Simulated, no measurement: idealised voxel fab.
process module | voxel capacitor over wiring
cross-section cut | 280 nm wide | cells 5 nm
A cross-section is a grid of square cells, given in bands from the top down. A band is one or more rows of cells.
Each band's line starts with the height of the band's top and of its bottom, in nm. Then come its materials from left to right, each with its width in nm. One material with "throughout" fills the band from edge to edge. "air" is empty space.
Height 0 is the level under which the wafer as received is all one material. The lowest band goes on downwards, as in "0 down".
A width such as "30 to 40" changes by the same amount from each row of cells to the next, from the band's top row to its bottom row.
"no change" after a step means that no cell of the cross-section changed.
closed voids: empty space of 8 cells or more with no open way to the top, each as width x height at its distance from the left edge, in nm
after a step's settings: what the simulator itself notes on the step
overlay nm, on a step with a mask: how far to the right of its planned place the mask lay; to the left if negative
plan
1 op RECEIVE | material Si
2 op CONFORMAL_DEP | material SiO2 | thk nm 10
3 op CONFORMAL_DEP | material SiN | thk nm 5
4 op DIRECTIONAL_DEP | material SiO2 | thk nm 15
5 op PATTERN | tone open | mask id METAL_1 | material resist | width nm 20 | pitch nm 70 | thk nm 15 | overlay nm 0
6 op DIRECTIONAL_ETCH | etch materials SiO2 | depth nm 15
7 op DIRECTIONAL_ETCH | etch materials SiN | depth nm 5
8 op STRIP | etch materials resist
9 op CONFORMAL_DEP | material TiN | thk nm 5
10 op FILL_DEP | material W | thk nm 10
11 op CMP | height nm 30
12 op EPI | material Ru | thk nm 5
13 op FILL_DEP | material SiCN | thk nm 5
14 op DIRECTIONAL_DEP | material lowk | thk nm 10
15 op DIRECTIONAL_DEP | material aC | thk nm 15
16 op PATTERN | tone open | mask id PLUG_1 | material resist | width nm 15 | thk nm 35 | overlay nm 0
17 op DIRECTIONAL_ETCH | etch materials aC | depth nm 15
18 op STRIP | etch materials resist
19 op DIRECTIONAL_ETCH | etch materials lowk | depth nm 10
20 op DIRECTIONAL_ETCH | etch materials SiCN | depth nm 5
21 op STRIP | etch materials aC
22 op CONFORMAL_DEP | material TiN | thk nm 5
23 op FILL_DEP | material Ru | thk nm 10
24 op CMP | height nm 50
25 op DIRECTIONAL_DEP | material TiN | thk nm 5
26 op DIRECTIONAL_DEP | material HfO2 | thk nm 5
27 op DIRECTIONAL_DEP | material TiN | thk nm 5
28 op DIRECTIONAL_DEP | material aC | thk nm 10
29 op PATTERN | tone cover | mask id UPPER_PLATE | material resist | width nm 55 | thk nm 25 | overlay nm 0
30 op DIRECTIONAL_ETCH | etch materials aC | depth nm 10
31 op STRIP | etch materials resist
32 op DIRECTIONAL_ETCH | etch materials TiN | depth nm 5
33 op DIRECTIONAL_ETCH | etch materials HfO2 | depth nm 5
34 op STRIP | etch materials aC
35 op MASKED_ETCH | tone cover | mask id LOWER_PLATE | width nm 65 | etch materials TiN | depth nm 5 | overlay nm 0
36 op FILL_DEP | material SiO2 | thk nm 15
37 op CMP | height nm 75
38 op DIRECTIONAL_DEP | material aC | thk nm 15
39 op PATTERN | tone open | mask id PLUG_2 | material resist | width nm 15 | thk nm 30 | overlay nm 0
40 op DIRECTIONAL_ETCH | etch materials aC | depth nm 15
41 op STRIP | etch materials resist
42 op DIRECTIONAL_ETCH | etch materials SiO2 | depth nm 10
43 op STRIP | etch materials aC
44 op CONFORMAL_DEP | material TiN | thk nm 5
45 op FILL_DEP | material Cu | thk nm 10
46 op CMP | height nm 75
47 op CONFORMAL_DEP | material SiCN | thk nm 5
varied across the wafers: thk nm of step 9. The plan shows the first wafer's value. All wafers start alike
first wafer as received, after step 1
  0 down: Si throughout
  closed voids: none
first wafer at the end, after step 47
  80 to 75: SiCN throughout
  75 to 70: SiO2 110 | TiN 5 | Cu 5 | TiN 5 | SiO2 155
  70 to 60: SiO2 110 to 100 | TiN 15 to 55 | SiO2 155 to 125
  60 to 55: SiO2 100 | HfO2 55 | SiO2 125
  55 to 50: SiO2 95 | TiN 65 | SiO2 120
  50 to 40: lowk 100 | TiN 5 | Ru 5 | TiN 5 | lowk 165
  40 to 35: SiCN 100 | TiN 15 | SiCN 165
  35 to 30: SiCN 90 | Ru 30 | SiCN 40 | Ru 30 | SiCN 90
  30 to 15: SiO2 95 | TiN 5 | W 10 | TiN 5 | SiO2 50 | TiN 5 | W 10 | TiN 5 | SiO2 95
  15 to 10: SiN 95 | TiN 20 | SiN 50 | TiN 20 | SiN 95
  10 to 0: SiO2 throughout
  0 down: Si throughout
  closed voids: none
last wafer at the end
  80 to 75: SiCN throughout
  75 to 70: SiO2 110 | TiN 5 | Cu 5 | TiN 5 | SiO2 155
  70 to 60: SiO2 110 to 100 | TiN 15 to 55 | SiO2 155 to 125
  60 to 55: SiO2 100 | HfO2 55 | SiO2 125
  55 to 50: SiO2 95 | TiN 65 | SiO2 120
  50 to 40: lowk 100 | TiN 5 | Ru 5 | TiN 5 | lowk 165
  40 to 35: SiCN 100 | TiN 15 | SiCN 165
  35 to 30: SiCN 90 | Ru 30 | SiCN 40 | Ru 30 | SiCN 90
  30 to 15: SiO2 95 | TiN 20 | SiO2 50 | TiN 20 | SiO2 95
  15 to 10: SiN 95 | TiN 20 | SiN 50 | TiN 20 | SiN 95
  10 to 0: SiO2 throughout
  0 down: Si throughout
  closed voids: none
each wafer at the end: cells of each material gained (+) or lost (-) since it was received, then its closed voids
thk nm 5 | +1 Cu | +11 HfO2 | +14 Ru | +153 SiCN | +48 SiN | +495 SiO2 | +56 TiN | +12 W | +106 lowk | closed voids: none
thk nm 10 | +1 Cu | +11 HfO2 | +14 Ru | +153 SiCN | +48 SiN | +495 SiO2 | +68 TiN | +106 lowk | closed voids: none
thk nm 15 | +1 Cu | +11 HfO2 | +14 Ru | +153 SiCN | +48 SiN | +495 SiO2 | +68 TiN | +106 lowk | closed voids: none
thk nm 20 | +1 Cu | +11 HfO2 | +14 Ru | +153 SiCN | +48 SiN | +495 SiO2 | +68 TiN | +106 lowk | closed voids: none
